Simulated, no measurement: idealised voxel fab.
This is a process module. Its name is voxel tone inversion.
Xsec cut, 265 nm wide, square cell size 5 nm.
If you're reading a cross-section in this doc, picture square cells in a grid; it comes to you as bands, top ones listed first down to the bottom, and a band can be one or more rows of cells. First you get the band's top height and its bottom height, in nm, and then the materials it's made of, left to right, with each width in nm. If you see a single material with "throughout", that one covers the band edge to edge. "air" is empty space. All heights in this document are referenced to 0, defined as the level beneath which the wafer, as received, consists entirely of one material. The lowest band is not bounded below; it extends indefinitely downward and is written in the form "z 0 and below". Width "30->40": first value at the band's top row of cells, second value at its bottom row, equal change from row to row. Step note "left unchanged" = no cross-section cell changed. This entry, "Closed voids list", enumerates those empty regions of no fewer than 8 cells that possess no open connection to the top. Each region is reported in the form width x height at distance, the distance being taken from the left edge, with all three quantities expressed in nm. On each step's line, the part that comes after the settings is the simulator's own comment on the step. The "overlay nm" setting may appear on a step's line; for a step that uses a mask, it gives how far to the right of its planned position the mask lay, and a negative value indicates the left.

## These are the steps we planned for the process
| 1 | RECEIVE (material Si) |
| 2 | CONFORMAL_DEP (material SiCN; thk nm 10) |
| 3 | DIRECTIONAL_DEP (material polySi; thk nm 25) |
| 4 | PATTERN (tone cover; mask id POSTS; material resist; width nm 25; pitch nm 40; thk nm 35; overlay nm 0) |
| 5 | DIRECTIONAL_ETCH (etch materials polySi; depth nm 25) |
| 6 | STRIP (etch materials resist) |
| 7 | FILL_DEP (material SiO2; thk nm 10) |
| 8 | CMP (height nm 35) |
| 9 | STRIP (etch materials polySi) |

## Cross-section of the incoming wafer, state after step 1
* z 0 and below  Si throughout
* Closed voids list: none

## Cross-sectional image of the first of two wafers at the end of the module, the run having proceeded as planned
* z 35 to 10  80 SiO2 / 25 air / 15 SiO2 / 25 air / 15 SiO2 / 25 air / 80 SiO2
* z 10 to 0  SiCN throughout
* z 0 and below  Si throughout
* Closed voids list: none

## Module end: cross-section of wafer two of two. Same start and process plan as the first wafer. One mistake during execution
* z 35 to 25  SiO2 throughout
* z 25 to 0  80 SiO2 / 25 polySi / 15 SiO2 / 25 polySi / 15 SiO2 / 25 polySi / 80 SiO2
* z 0 and below  Si throughout
* Closed voids list: none
Which mistake was made when the wafer was run? step 2 of the plan did not run at all; it was left out
FYI, end of process, the second wafer has more or fewer cells of some materials than the first: SiCN -106; SiO2 +106; polySi +75
